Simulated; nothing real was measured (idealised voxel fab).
Module name: voxel released beams (process module)
Cross-section cut: width 220 nm, square cells of 5 nm.
How to read a cross-section here: the picture is a grid of square cells, written as bands going from the top down, and any band can span one or more rows of cells.
This entry defines a band. It first specifies the height of the band's top and the height of its bottom in nm, and then specifies the band's materials from left to right, stating each material with its width in nm. The word "edge to edge" identifies a single material that fills the band from edge to edge, while the word "blank" identifies empty space.
All heights in this document are referenced to 0, defined as the level beneath which the wafer, as received, consists entirely of one material. The lowest band is not bounded below; it extends indefinitely downward and is written in the form "from 0 down".
It should be noted that a width expressed as "30..40" varies in equal increments from row to row of cells within the band, taking the value of the first number at the top row and that of the second number at the bottom row.
Basically "no modification" means that step didn't change any cell in the cross-section.
Reported under the label "Enclosed void list" are the empty spaces having no open way to the top and comprising 8 cells or more; the notation for each is width x height at distance, in which the distance is measured from the left edge and all three values are in nm.
On a step's line, text after the settings is the simulator commenting on that step.
The optional step-line setting "overlay nm" applies to steps with a mask and quantifies how far to the right of its planned location the mask lay, a negative value indicating leftward placement.
[Steps in the process plan]
step 1: RECEIVE,material Si
step 2: CONFORMAL_DEP,material SiN,thk nm 5
step 3: DIRECTIONAL_DEP,material SiO2,thk nm 20
step 4: PATTERN,tone open,mask id ANCHOR,material resist,width nm 20,thk nm 15,overlay nm 0
step 5: DIRECTIONAL_ETCH,etch materials SiO2,depth nm 20
step 6: STRIP,etch materials resist
step 7: CONFORMAL_DEP,material polySi,thk nm 10
step 8: PATTERN,tone cover,mask id BEAM,material resist,width nm 95,thk nm 15,overlay nm 0
step 9: DIRECTIONAL_ETCH,etch materials polySi,depth nm 10
step 10: STRIP,etch materials resist
step 11: STRIP,etch materials SiO2
Be aware that, although all wafers share a common starting state, the width nm at step 4 differs among them, and the plan displays the first wafer's value.
[The first of several wafers as received, shown in cross-section; this is its state after step 1]
- from 0 down  Si edge to edge
- Enclosed void list: none
[The first of several wafers, seen in cross-section after the module's last step, step 11]
- from 35 to 25  blank=60 / polySi=95 / blank=65
- from 25 to 5  blank=70 / polySi=20 / blank=130
- from 5 to 0  SiN edge to edge
- from 0 down  Si edge to edge
- Enclosed void list: none
[End of module: cross-section, last of several wafers]
- from 35 to 25  blank=60 / polySi=10 / blank=25 / polySi=60 / blank=65
- from 25 to 15  blank=60 / polySi=10 / blank=25 / polySi=10 / blank=115
- from 15 to 5  blank=60 / polySi=45 / blank=115
- from 5 to 0  SiN edge to edge
- from 0 down  Si edge to edge
- Enclosed void list: none
[What follows is a table in which each wafer occupies a row; for the wafer as it stands at the close of the module, the row states, material by material, how many cells have been gained (+) or lost (-) since receipt, and then gives its closed voids]
width nm 20; +44 SiN; +54 polySi; Enclosed void list: none
width nm 25; +44 SiN; +54 polySi; Enclosed void list: none
width nm 30; +44 SiN; +54 polySi; Enclosed void list: none
width nm 35; +44 SiN; +54 polySi; Enclosed void list: none
width nm 40; +44 SiN; +54 polySi; Enclosed void list: none
width nm 45; +44 SiN; +54 polySi; Enclosed void list: none
